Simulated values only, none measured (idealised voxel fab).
process module | voxel ribs on slabs
cross-section cut | 140 nm wide | cells 5 nm
A cross-section is a grid of square cells, given in bands from the top down. A band is one or more rows of cells.
Each band's line starts with the height of the band's top and of its bottom, in nm. Then come its materials from left to right, each with its width in nm. One material with "throughout" fills the band from edge to edge. "air" is empty space.
Height 0 is the level under which the wafer as received is all one material. The lowest band goes on downwards, as in "0 down".
A width such as "30 to 40" changes by the same amount from each row of cells to the next, from the band's top row to its bottom row.
"no change" after a step means that no cell of the cross-section changed.
closed voids: empty space of 8 cells or more with no open way to the top, each as width x height at its distance from the left edge, in nm
after a step's settings: what the simulator itself notes on the step
overlay nm, on a step with a mask: how far to the right of its planned place the mask lay; to the left if negative
Each pair below shows a cross-section before one step and the cross-section after it, down to the lowest band that changed. The line under each pair gives the step between them, with its settings. The pairs can come from different runs of this module on the same starting wafer, so a pair continues from the pair above only where its "before" says so.
before
  0 down: Si throughout
  closed voids: none
after
  30 to 0: SiO2 throughout
  below 0: unchanged
  closed voids: none
the step between: op DIRECTIONAL_DEP | material SiO2 | thk nm 30
before: the cross-section after the pair above
after
  45 to 30: SiN throughout
  below 30: unchanged
  closed voids: none
the step between: op DIRECTIONAL_DEP | material SiN | thk nm 15
before: the cross-section after the pair above
after
  55 to 45: aC throughout
  below 45: unchanged
  closed voids: none
the step between: op DIRECTIONAL_DEP | material aC | thk nm 10
before: the cross-section after the pair above
after
  85 to 55: air 55 | resist 30 | air 55
  below 55: unchanged
  closed voids: none
the step between: op PATTERN | tone cover | mask id RIB | material resist | width nm 30 | thk nm 30 | overlay nm 0
before: the cross-section after the pair above
after
  75 to 55: air 55 | resist 30 | air 55
  55 to 45: air 55 | aC 30 | air 55
  below 45: unchanged
  closed voids: none
the step between: op DIRECTIONAL_ETCH | etch materials aC | depth nm 10
before: the cross-section after the pair above
after
  55 to 45: air 55 | aC 30 | air 55
  below 45: unchanged
  closed voids: none
the step between: op STRIP | etch materials resist
before: the cross-section after the pair above
after
  55 to 45: air 55 | aC 30 | air 55
  45 to 40: air 55 | SiN 30 | air 55
  below 40: unchanged
  closed voids: none
the step between: op DIRECTIONAL_ETCH | etch materials SiN | depth nm 5
before: the cross-section after the pair above
after
  45 to 40: air 55 | SiN 30 | air 55
  below 40: unchanged
  closed voids: none
the step between: op STRIP | etch materials aC
before: the cross-section after the pair above
after
  45 to 40: air 55 | SiN 30 | air 55
  40 to 30: air 25 | SiN 90 | air 25
  below 30: unchanged
  closed voids: none
the step between: op MASKED_ETCH | tone cover | mask id SLAB | width nm 90 | etch materials SiN | depth nm 10 | overlay nm 0
before: the cross-section after the pair above
after
  75 to 45: SiO2 throughout
  45 to 40: SiO2 55 | SiN 30 | SiO2 55
  40 to 30: SiO2 25 | SiN 90 | SiO2 25
  below 30: unchanged
  closed voids: none
the step between: op FILL_DEP | material SiO2 | thk nm 30
before: the cross-section after the pair above
after
  65 to 45: SiO2 throughout
  below 45: unchanged
  closed voids: none
the step between: op CMP | height nm 65
before: the cross-section after the pair above
after
  75 to 65: W throughout
  below 65: unchanged
  closed voids: none
the step between: op DIRECTIONAL_DEP | material W | thk nm 10
before: the cross-section after the pair above
after
  85 to 75: aC throughout
  below 75: unchanged
  closed voids: none
the step between: op DIRECTIONAL_DEP | material aC | thk nm 10
before: the cross-section after the pair above
after
  115 to 85: air 50 | resist 40 | air 50
  below 85: unchanged
  closed voids: none
the step between: op PATTERN | tone cover | mask id HEATER | material resist | width nm 40 | thk nm 30 | overlay nm 0
before: the cross-section after the pair above
after
  105 to 85: air 50 | resist 40 | air 50
  85 to 75: air 50 | aC 40 | air 50
  below 75: unchanged
  closed voids: none
the step between: op DIRECTIONAL_ETCH | etch materials aC | depth nm 10
before: the cross-section after the pair above
after
  85 to 75: air 50 | aC 40 | air 50
  below 75: unchanged
  closed voids: none
the step between: op STRIP | etch materials resist
before: the cross-section after the pair above
after
  85 to 75: air 50 | aC 40 | air 50
  75 to 65: air 50 | W 40 | air 50
  below 65: unchanged
  closed voids: none
the step between: op DIRECTIONAL_ETCH | etch materials W | depth nm 10
before: the cross-section after the pair above
after
  75 to 65: air 50 | W 40 | air 50
  below 65: unchanged
  closed voids: none
the step between: op STRIP | etch materials aC
before: the cross-section after the pair above
after
  85 to 75: air 40 | SiN 60 | air 40
  75 to 65: SiN 50 | W 40 | SiN 50
  below 65: unchanged
  closed voids: none
the step between: op CONFORMAL_DEP | material SiN | thk nm 10
before
  30 to 0: SiO2 throughout
  0 down: Si throughout
  closed voids: none
after
  60 to 0: SiO2 throughout
  below 0: unchanged
  closed voids: none
the step between: op DIRECTIONAL_DEP | material SiO2 | thk nm 30
before: the cross-section after the pair above
after
  75 to 60: SiN throughout
  below 60: unchanged
  closed voids: none
the step between: op DIRECTIONAL_DEP | material SiN | thk nm 15
before: the cross-section after the pair above
after
  85 to 75: aC throughout
  below 75: unchanged
  closed voids: none
the step between: op DIRECTIONAL_DEP | material aC | thk nm 10
before: the cross-section after the pair above
after
  115 to 85: air 55 | resist 30 | air 55
  below 85: unchanged
  closed voids: none
the step between: op PATTERN | tone cover | mask id RIB | material resist | width nm 30 | thk nm 30 | overlay nm 0
before: the cross-section after the pair above
after
  105 to 85: air 55 | resist 30 | air 55
  85 to 75: air 55 | aC 30 | air 55
  below 75: unchanged
  closed voids: none
the step between: op DIRECTIONAL_ETCH | etch materials aC | depth nm 10
before: the cross-section after the pair above
after
  85 to 75: air 55 | aC 30 | air 55
  below 75: unchanged
  closed voids: none
the step between: op STRIP | etch materials resist
before: the cross-section after the pair above
after
  85 to 75: air 55 | aC 30 | air 55
  75 to 70: air 55 | SiN 30 | air 55
  below 70: unchanged
  closed voids: none
the step between: op DIRECTIONAL_ETCH | etch materials SiN | depth nm 5
before: the cross-section after the pair above
after
  75 to 70: air 55 | SiN 30 | air 55
  below 70: unchanged
  closed voids: none
the step between: op STRIP | etch materials aC
before: the cross-section after the pair above
after
  75 to 70: air 55 | SiN 30 | air 55
  70 to 60: air 25 | SiN 90 | air 25
  below 60: unchanged
  closed voids: none
the step between: op MASKED_ETCH | tone cover | mask id SLAB | width nm 90 | etch materials SiN | depth nm 10 | overlay nm 0
before: the cross-section after the pair above
after
  105 to 75: SiO2 throughout
  75 to 70: SiO2 55 | SiN 30 | SiO2 55
  70 to 60: SiO2 25 | SiN 90 | SiO2 25
  below 60: unchanged
  closed voids: none
the step between: op FILL_DEP | material SiO2 | thk nm 30
before: the cross-section after the pair above
after
  65 to 60: SiO2 25 | SiN 90 | SiO2 25
  below 60: unchanged
  closed voids: none
the step between: op CMP | height nm 65
before: the cross-section after the pair above
after
  75 to 65: W throughout
  below 65: unchanged
  closed voids: none
the step between: op DIRECTIONAL_DEP | material W | thk nm 10
before: the cross-section after the pair above
after
  85 to 75: aC throughout
  below 75: unchanged
  closed voids: none
the step between: op DIRECTIONAL_DEP | material aC | thk nm 10
before: the cross-section after the pair above
after
  115 to 85: air 50 | resist 40 | air 50
  below 85: unchanged
  closed voids: none
the step between: op PATTERN | tone cover | mask id HEATER | material resist | width nm 40 | thk nm 30 | overlay nm 0
before: the cross-section after the pair above
after
  105 to 85: air 50 | resist 40 | air 50
  85 to 75: air 50 | aC 40 | air 50
  below 75: unchanged
  closed voids: none
the step between: op DIRECTIONAL_ETCH | etch materials aC | depth nm 10
before: the cross-section after the pair above
after
  85 to 75: air 50 | aC 40 | air 50
  below 75: unchanged
  closed voids: none
the step between: op STRIP | etch materials resist
before: the cross-section after the pair above
after
  85 to 75: air 50 | aC 40 | air 50
  75 to 65: air 50 | W 40 | air 50
  below 65: unchanged
  closed voids: none
the step between: op DIRECTIONAL_ETCH | etch materials W | depth nm 10
before: the cross-section after the pair above
after
  75 to 65: air 50 | W 40 | air 50
  below 65: unchanged
  closed voids: none
the step between: op STRIP | etch materials aC
before: the cross-section after the pair above
after
  85 to 75: air 40 | SiN 60 | air 40
  75 to 65: SiN 50 | W 40 | SiN 50
  below 65: unchanged
  closed voids: none
the step between: op CONFORMAL_DEP | material SiN | thk nm 10
before
  0 down: Si throughout
  closed voids: none
after
  15 to 0: SiN throughout
  below 0: unchanged
  closed voids: none
the step between: op DIRECTIONAL_DEP | material SiN | thk nm 15
before: the cross-section after the pair above
after
  45 to 15: SiO2 throughout
  below 15: unchanged
  closed voids: none
the step between: op DIRECTIONAL_DEP | material SiO2 | thk nm 30
before: the cross-section after the pair above
after
  55 to 45: aC throughout
  below 45: unchanged
  closed voids: none
the step between: op DIRECTIONAL_DEP | material aC | thk nm 10
before: the cross-section after the pair above
after
  85 to 55: air 55 | resist 30 | air 55
  below 55: unchanged
  closed voids: none
the step between: op PATTERN | tone cover | mask id RIB | material resist | width nm 30 | thk nm 30 | overlay nm 0
before: the cross-section after the pair above
after
  75 to 55: air 55 | resist 30 | air 55
  55 to 45: air 55 | aC 30 | air 55
  below 45: unchanged
  closed voids: none
the step between: op DIRECTIONAL_ETCH | etch materials aC | depth nm 10
before: the cross-section after the pair above
after
  55 to 45: air 55 | aC 30 | air 55
  below 45: unchanged
  closed voids: none
the step between: op STRIP | etch materials resist
before: the cross-section after the pair above
after
  45 to 15: SiO2 throughout
  below 15: unchanged
  closed voids: none
the step between: op STRIP | etch materials aC
before: the cross-section after the pair above
after
  75 to 15: SiO2 throughout
  below 15: unchanged
  closed voids: none
the step between: op FILL_DEP | material SiO2 | thk nm 30
before: the cross-section after the pair above
after
  65 to 15: SiO2 throughout
  below 15: unchanged
  closed voids: none
the step between: op CMP | height nm 65
before: the cross-section after the pair above
after
  75 to 65: W throughout
  below 65: unchanged
  closed voids: none
the step between: op DIRECTIONAL_DEP | material W | thk nm 10
before: the cross-section after the pair above
after
  85 to 75: aC throughout
  below 75: unchanged
  closed voids: none
the step between: op DIRECTIONAL_DEP | material aC | thk nm 10
before: the cross-section after the pair above
after
  115 to 85: air 50 | resist 40 | air 50
  below 85: unchanged
  closed voids: none
the step between: op PATTERN | tone cover | mask id HEATER | material resist | width nm 40 | thk nm 30 | overlay nm 0
before: the cross-section after the pair above
after
  105 to 85: air 50 | resist 40 | air 50
  85 to 75: air 50 | aC 40 | air 50
  below 75: unchanged
  closed voids: none
the step between: op DIRECTIONAL_ETCH | etch materials aC | depth nm 10
before: the cross-section after the pair above
after
  85 to 75: air 50 | aC 40 | air 50
  below 75: unchanged
  closed voids: none
the step between: op STRIP | etch materials resist
before: the cross-section after the pair above
after
  85 to 75: air 50 | aC 40 | air 50
  75 to 65: air 50 | W 40 | air 50
  below 65: unchanged
  closed voids: none
the step between: op DIRECTIONAL_ETCH | etch materials W | depth nm 10
before: the cross-section after the pair above
after
  75 to 65: air 50 | W 40 | air 50
  below 65: unchanged
  closed voids: none
the step between: op STRIP | etch materials aC
before: the cross-section after the pair above
after
  85 to 75: air 40 | SiN 60 | air 40
  75 to 65: SiN 50 | W 40 | SiN 50
  below 65: unchanged
  closed voids: none
the step between: op CONFORMAL_DEP | material SiN | thk nm 10
before
  65 to 45: SiO2 throughout
  45 to 40: SiO2 55 | SiN 30 | SiO2 55
  40 to 30: SiO2 25 | SiN 90 | SiO2 25
  30 to 0: SiO2 throughout
  0 down: Si throughout
  closed voids: none
after
  70 to 65: W throughout
  below 65: unchanged
  closed voids: none
the step between: op DIRECTIONAL_DEP | material W | thk nm 5
before: the cross-section after the pair above
after
  80 to 70: aC throughout
  below 70: unchanged
  closed voids: none
the step between: op DIRECTIONAL_DEP | material aC | thk nm 10
before: the cross-section after the pair above
after
  110 to 80: air 50 | resist 40 | air 50
  below 80: unchanged
  closed voids: none
the step between: op PATTERN | tone cover | mask id HEATER | material resist | width nm 40 | thk nm 30 | overlay nm 0
before: the cross-section after the pair above
after
  100 to 80: air 50 | resist 40 | air 50
  80 to 70: air 50 | aC 40 | air 50
  below 70: unchanged
  closed voids: none
the step between: op DIRECTIONAL_ETCH | etch materials aC | depth nm 10
before: the cross-section after the pair above
after
  80 to 70: air 50 | aC 40 | air 50
  below 70: unchanged
  closed voids: none
the step between: op STRIP | etch materials resist
before: the cross-section after the pair above
after
  80 to 70: air 50 | aC 40 | air 50
  70 to 65: air 50 | W 40 | air 50
  below 65: unchanged
  closed voids: none
the step between: op DIRECTIONAL_ETCH | etch materials W | depth nm 10
before: the cross-section after the pair above
after
  70 to 65: air 50 | W 40 | air 50
  below 65: unchanged
  closed voids: none
the step between: op STRIP | etch materials aC
before: the cross-section after the pair above
after
  80 to 75: air 40 | SiN 60 | air 40
  75 to 70: SiN throughout
  70 to 65: SiN 50 | W 40 | SiN 50
  below 65: unchanged
  closed voids: none
the step between: op CONFORMAL_DEP | material SiN | thk nm 10
before
  85 to 75: aC throughout
  75 to 65: W throughout
  65 to 45: SiO2 throughout
  45 to 40: SiO2 55 | SiN 30 | SiO2 55
  40 to 30: SiO2 25 | SiN 90 | SiO2 25
  30 to 0: SiO2 throughout
  0 down: Si throughout
  closed voids: none
after
  115 to 85: air 55 | resist 30 | air 55
  below 85: unchanged
  closed voids: none
the step between: op PATTERN | tone cover | mask id HEATER | material resist | width nm 30 | thk nm 30 | overlay nm 0
before: the cross-section after the pair above
after
  105 to 85: air 55 | resist 30 | air 55
  85 to 75: air 55 | aC 30 | air 55
  below 75: unchanged
  closed voids: none
the step between: op DIRECTIONAL_ETCH | etch materials aC | depth nm 10
before: the cross-section after the pair above
after
  85 to 75: air 55 | aC 30 | air 55
  below 75: unchanged
  closed voids: none
the step between: op STRIP | etch materials resist
before: the cross-section after the pair above
after
  85 to 75: air 55 | aC 30 | air 55
  75 to 65: air 55 | W 30 | air 55
  below 65: unchanged
  closed voids: none
the step between: op DIRECTIONAL_ETCH | etch materials W | depth nm 10
before: the cross-section after the pair above
after
  75 to 65: air 55 | W 30 | air 55
  below 65: unchanged
  closed voids: none
the step between: op STRIP | etch materials aC
before: the cross-section after the pair above
after
  85 to 75: air 45 | SiN 50 | air 45
  75 to 65: SiN 55 | W 30 | SiN 55
  below 65: unchanged
  closed voids: none
the step between: op CONFORMAL_DEP | material SiN | thk nm 10
before
  85 to 75: aC throughout
  75 to 65: W throughout
  65 to 45: SiO2 throughout
  45 to 40: SiO2 55 | SiN 30 | SiO2 55
  40 to 30: SiO2 25 | SiN 90 | SiO2 25
  30 to 0: SiO2 throughout
  0 down: Si throughout
  closed voids: none
after
  115 to 85: air 40 | resist 40 | air 60
  below 85: unchanged
  closed voids: none
the step between: op PATTERN | tone cover | mask id HEATER | material resist | width nm 40 | thk nm 30 | overlay nm -10
before: the cross-section after the pair above
after
  105 to 85: air 40 | resist 40 | air 60
  85 to 75: air 40 | aC 40 | air 60
  below 75: unchanged
  closed voids: none
the step between: op DIRECTIONAL_ETCH | etch materials aC | depth nm 10
before: the cross-section after the pair above
after
  85 to 75: air 40 | aC 40 | air 60
  below 75: unchanged
  closed voids: none
the step between: op STRIP | etch materials resist
before: the cross-section after the pair above
after
  85 to 75: air 40 | aC 40 | air 60
  75 to 65: air 40 | W 40 | air 60
  below 65: unchanged
  closed voids: none
the step between: op DIRECTIONAL_ETCH | etch materials W | depth nm 10
before: the cross-section after the pair above
after
  75 to 65: air 40 | W 40 | air 60
  below 65: unchanged
  closed voids: none
the step between: op STRIP | etch materials aC
before: the cross-section after the pair above
after
  85 to 75: air 30 | SiN 60 | air 50
  75 to 65: SiN 40 | W 40 | SiN 60
  below 65: unchanged
  closed voids: none
the step between: op CONFORMAL_DEP | material SiN | thk nm 10
before
  65 to 45: SiO2 throughout
  45 to 40: SiO2 55 | SiN 30 | SiO2 55
  40 to 30: SiO2 25 | SiN 90 | SiO2 25
  30 to 0: SiO2 throughout
  0 down: Si throughout
  closed voids: none
after
  75 to 45: SiO2 throughout
  below 45: unchanged
  closed voids: none
the step between: op DIRECTIONAL_DEP | material SiO2 | thk nm 10
before: the cross-section after the pair above
after
  85 to 75: aC throughout
  below 75: unchanged
  closed voids: none
the step between: op DIRECTIONAL_DEP | material aC | thk nm 10
before: the cross-section after the pair above
after
  115 to 85: air 50 | resist 40 | air 50
  below 85: unchanged
  closed voids: none
the step between: op PATTERN | tone cover | mask id HEATER | material resist | width nm 40 | thk nm 30 | overlay nm 0
before: the cross-section after the pair above
after
  105 to 85: air 50 | resist 40 | air 50
  85 to 75: air 50 | aC 40 | air 50
  below 75: unchanged
  closed voids: none
the step between: op DIRECTIONAL_ETCH | etch materials aC | depth nm 10
before: the cross-section after the pair above
after
  85 to 75: air 50 | aC 40 | air 50
  below 75: unchanged
  closed voids: none
the step between: op STRIP | etch materials resist
before: the cross-section after the pair above
after
  75 to 45: SiO2 throughout
  below 45: unchanged
  closed voids: none
the step between: op STRIP | etch materials aC
before: the cross-section after the pair above
after
  85 to 75: SiN throughout
  below 75: unchanged
  closed voids: none
the step between: op CONFORMAL_DEP | material SiN | thk nm 10
before
  45 to 40: air 55 | SiN 30 | air 55
  40 to 30: SiN throughout
  30 to 0: SiO2 throughout
  0 down: Si throughout
  closed voids: none
after
  40 to 35: SiN 25 | air 90 | SiN 25
  35 to 30: SiN 25 | air 30 | SiN 30 | air 30 | SiN 25
  below 30: unchanged
  closed voids: none
the step between: op MASKED_ETCH | tone open | mask id SLAB | width nm 90 | etch materials SiN | depth nm 10 | overlay nm 0
before: the cross-section after the pair above
after
  70 to 40: SiO2 throughout
  40 to 35: SiN 25 | SiO2 90 | SiN 25
  35 to 30: SiN 25 | SiO2 30 | SiN 30 | SiO2 30 | SiN 25
  below 30: unchanged
  closed voids: none
the step between: op FILL_DEP | material SiO2 | thk nm 30
before: the cross-section after the pair above
after
  65 to 40: SiO2 throughout
  below 40: unchanged
  closed voids: none
the step between: op CMP | height nm 65
before: the cross-section after the pair above
after
  75 to 65: W throughout
  below 65: unchanged
  closed voids: none
the step between: op DIRECTIONAL_DEP | material W | thk nm 10
before: the cross-section after the pair above
after
  85 to 75: aC throughout
  below 75: unchanged
  closed voids: none
the step between: op DIRECTIONAL_DEP | material aC | thk nm 10
before: the cross-section after the pair above
after
  115 to 85: air 50 | resist 40 | air 50
  below 85: unchanged
  closed voids: none
the step between: op PATTERN | tone cover | mask id HEATER | material resist | width nm 40 | thk nm 30 | overlay nm 0
before: the cross-section after the pair above
after
  105 to 85: air 50 | resist 40 | air 50
  85 to 75: air 50 | aC 40 | air 50
  below 75: unchanged
  closed voids: none
the step between: op DIRECTIONAL_ETCH | etch materials aC | depth nm 10
before: the cross-section after the pair above
after
  85 to 75: air 50 | aC 40 | air 50
  below 75: unchanged
  closed voids: none
the step between: op STRIP | etch materials resist
before: the cross-section after the pair above
after
  85 to 75: air 50 | aC 40 | air 50
  75 to 65: air 50 | W 40 | air 50
  below 65: unchanged
  closed voids: none
the step between: op DIRECTIONAL_ETCH | etch materials W | depth nm 10
before: the cross-section after the pair above
after
  75 to 65: air 50 | W 40 | air 50
  below 65: unchanged
  closed voids: none
the step between: op STRIP | etch materials aC
before: the cross-section after the pair above
after
  85 to 75: air 40 | SiN 60 | air 40
  75 to 65: SiN 50 | W 40 | SiN 50
  below 65: unchanged
  closed voids: none
the step between: op CONFORMAL_DEP | material SiN | thk nm 10
